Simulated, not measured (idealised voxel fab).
Proc. module: voxel ribs on slabs
Cross-section cut spans 215 nm and uses square cells 5 nm in size.
Format of a cross-section: grid, square cells. Given as bands. Order: top down. Band: one or more rows of cells.
Top height, bottom height, nm. Materials left to right, width each, nm. Single material + "edge to edge" = fills band edge to edge. "air" = empty.
Heads up on the height convention: 0 is the point under which the incoming wafer is all one material, and the lowest band has no bottom, it just keeps going down, like "0..down".
A two-number width, for instance "30->40", indicates that the width is equal to the first number in the top row of the band and to the second number in the bottom row, and that it changes by a constant amount per row of cells.
Where a step carries "no modifications", the cross-section came out of it unchanged, cell for cell.
The entry "Closed cavities" lists the empty spaces that cover at least 8 cells and have no open path to the top. Each is written as width x height at distance, where the distance is measured from the left edge and all three values are in nm.
On each step's line, the part that comes after the settings is the simulator's own comment on the step.
"overlay nm" denotes, for a step that has a mask, the displacement of the mask to the right of its planned place, with negative values corresponding to the left.

# Process steps foreseen in the plan
| 1 | op RECEIVE | material Si |
| 2 | op DIRECTIONAL_DEP | material SiO2 | thk nm 20 |
| 3 | op DIRECTIONAL_DEP | material SiN | thk nm 25 |
| 4 | op MASKED_ETCH | tone cover | mask id RIB | width nm 30 | etch materials SiN | depth nm 10 | overlay nm 0 |
| 5 | op MASKED_ETCH | tone cover | mask id SLAB | width nm 70 | etch materials SiN | depth nm 15 | overlay nm 0 |
| 6 | op FILL_DEP | material SiO2 | thk nm 20 |
| 7 | op CMP | height nm 55 |
| 8 | op DIRECTIONAL_DEP | material W | thk nm 5 |
| 9 | op MASKED_ETCH | tone cover | mask id HEATER | width nm 40 | etch materials W | depth nm 5 | overlay nm 0 |
| 10 | op CONFORMAL_DEP | material SiO2 | thk nm 5 |
Same starting wafers, different thk nm at step 8. Plan value belongs to the first wafer.

# Sectional view: first of several wafers, as received, after step 1
	0..down = Si edge to edge
	Closed cavities: none

# Take any row and you have a wafer at the end of the module: how many cells of each material it has gained (+) or lost (-) since it was received, and then its closed voids
thk nm 5; +54 SiN; +464 SiO2; +8 W; Closed cavities: none
thk nm 10; +54 SiN; +464 SiO2; +51 W; Closed cavities: none
thk nm 15; +54 SiN; +464 SiO2; +94 W; Closed cavities: none
thk nm 20; +54 SiN; +464 SiO2; +137 W; Closed cavities: none
